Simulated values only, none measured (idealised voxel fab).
process module | voxel fin reveal
cross-section cut | 250 nm wide | cells 5 nm
A cross-section is a grid of square cells, given in bands from the top down. A band is one or more rows of cells.
Each band's line starts with the height of the band's top and of its bottom, in nm. Then come its materials from left to right, each with its width in nm. One material with "throughout" fills the band from edge to edge. "air" is empty space.
Height 0 is the level under which the wafer as received is all one material. The lowest band goes on downwards, as in "0 down".
A width such as "30 to 40" changes by the same amount from each row of cells to the next, from the band's top row to its bottom row.
"no change" after a step means that no cell of the cross-section changed.
closed voids: empty space of 8 cells or more with no open way to the top, each as width x height at its distance from the left edge, in nm
after a step's settings: what the simulator itself notes on the step
overlay nm, on a step with a mask: how far to the right of its planned place the mask lay; to the left if negative
plan
1 op RECEIVE | material Si
2 op CONFORMAL_DEP | material SiN | thk nm 10
3 op PATTERN | tone cover | mask id FINS | material resist | width nm 15 | pitch nm 35 | thk nm 20 | overlay nm 0
4 op DIRECTIONAL_ETCH | etch materials SiN | depth nm 10
5 op DIRECTIONAL_ETCH | etch materials Si | depth nm 35
6 op STRIP | etch materials resist
7 op FILL_DEP | material SiO2 | thk nm 10
8 op CMP | height nm 10
9 op SELECTIVE_ETCH | etch materials SiO2 | depth nm 25
10 op STRIP | etch materials SiN
11 op CONFORMAL_DEP | material HfO2 | thk nm 5
as received, after step 1
  0 down: Si throughout
  closed voids: none
a wafer at the end: this start, this plan, one mistake
  5 to 0: air 60 | HfO2 25 | air 10 | HfO2 25 | air 10 | HfO2 25 | air 10 | HfO2 25 | air 60
  0 to -10: air 60 | HfO2 5 | Si 15 | HfO2 5 | air 10 | HfO2 5 | Si 15 | HfO2 5 | air 10 | HfO2 5 | Si 15 | HfO2 5 | air 10 | HfO2 5 | Si 15 | HfO2 5 | air 60
  -10 to -15: HfO2 45 | air 15 | HfO2 5 | Si 15 | HfO2 5 | air 10 | HfO2 5 | Si 15 | HfO2 5 | air 10 | HfO2 5 | Si 15 | HfO2 5 | air 10 | HfO2 5 | Si 15 | HfO2 5 | air 15 | HfO2 45
  -15 to -20: SiO2 40 | HfO2 5 | air 15 | HfO2 5 | Si 15 | HfO2 5 | air 10 | HfO2 5 | Si 15 | HfO2 5 | air 10 | HfO2 5 | Si 15 | HfO2 5 | air 10 | HfO2 5 | Si 15 | HfO2 5 | air 15 | HfO2 5 | SiO2 40
  -20 to -25: SiO2 40 | HfO2 25 | Si 15 | HfO2 20 | Si 15 | HfO2 20 | Si 15 | HfO2 20 | Si 15 | HfO2 25 | SiO2 40
  -25 to -35: SiO2 65 | Si 15 | SiO2 20 | Si 15 | SiO2 20 | Si 15 | SiO2 20 | Si 15 | SiO2 65
  -35 down: Si throughout
  closed voids: none
what went wrong: steps 9 and 10 were swapped
